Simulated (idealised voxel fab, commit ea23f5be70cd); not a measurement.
Herein follows the process module entitled voxel tone inversion.
Section cut is 165 nm wide and gridded with 5 nm square cells.
Cross-section spec: square-cell grid; bands listed top down; each band is one or more rows.
Heights first: top, then bottom, in nm. Then materials, left to right, each with a width in nm. "edge to edge" on a single material: fills the band edge to edge. "empty": empty space.
Height 0 is the level under which the wafer as received is all one material. The lowest band goes on downwards, as in "0..down".
A width given as "30->40" starts at the first number in the band's top row and ends at the second number in its bottom row, shifting by an equal amount at every step from row to row.
The designation "no change", where it is given for a processing step, indicates that no cell of the cross-section was altered in the course of that step.
Listed in "Trapped cavities": every empty space of 8 or more cells without an open way to the top. Form: width x height at distance, the distance being from the left edge, all in nm.
Past the settings on a step's line: simulator remark, on that step.
A step line may carry the setting "overlay nm", which, for steps involving a mask, states the distance by which the mask lay to the right of its intended position; negative values denote displacement to the left.

[The steps planned for the process are as follows]
1 RECEIVE | material Si
2 CONFORMAL_DEP | material SiCN | thk nm 10
3 DIRECTIONAL_DEP | material aC | thk nm 15
4 PATTERN | tone cover | mask id POSTS | material resist | width nm 15 | pitch nm 40 | thk nm 25 | overlay nm 0
5 DIRECTIONAL_ETCH | etch materials aC | depth nm 15
6 STRIP | etch materials resist
7 FILL_DEP | material lowk | thk nm 10
8 CMP | height nm 25
9 STRIP | etch materials aC

[Incoming wafer in cross-section (state: after step 1)]
* 0..down = Si edge to edge
* Trapped cavities: none

[a wafer at the end: this start, this plan, one mistake]
* 25..10 = empty 55 nm | lowk 15 nm | empty 25 nm | lowk 15 nm | empty 55 nm
* 10..0 = SiCN edge to edge
* 0..down = Si edge to edge
* Trapped cavities: none
What was done differently from what was planned? so step 4 ended up running with a different setting than we planned, it ran as PATTERN | tone open | mask id POSTS | material resist | width nm 15 | pitch nm 40 | thk nm 25 | overlay nm 0
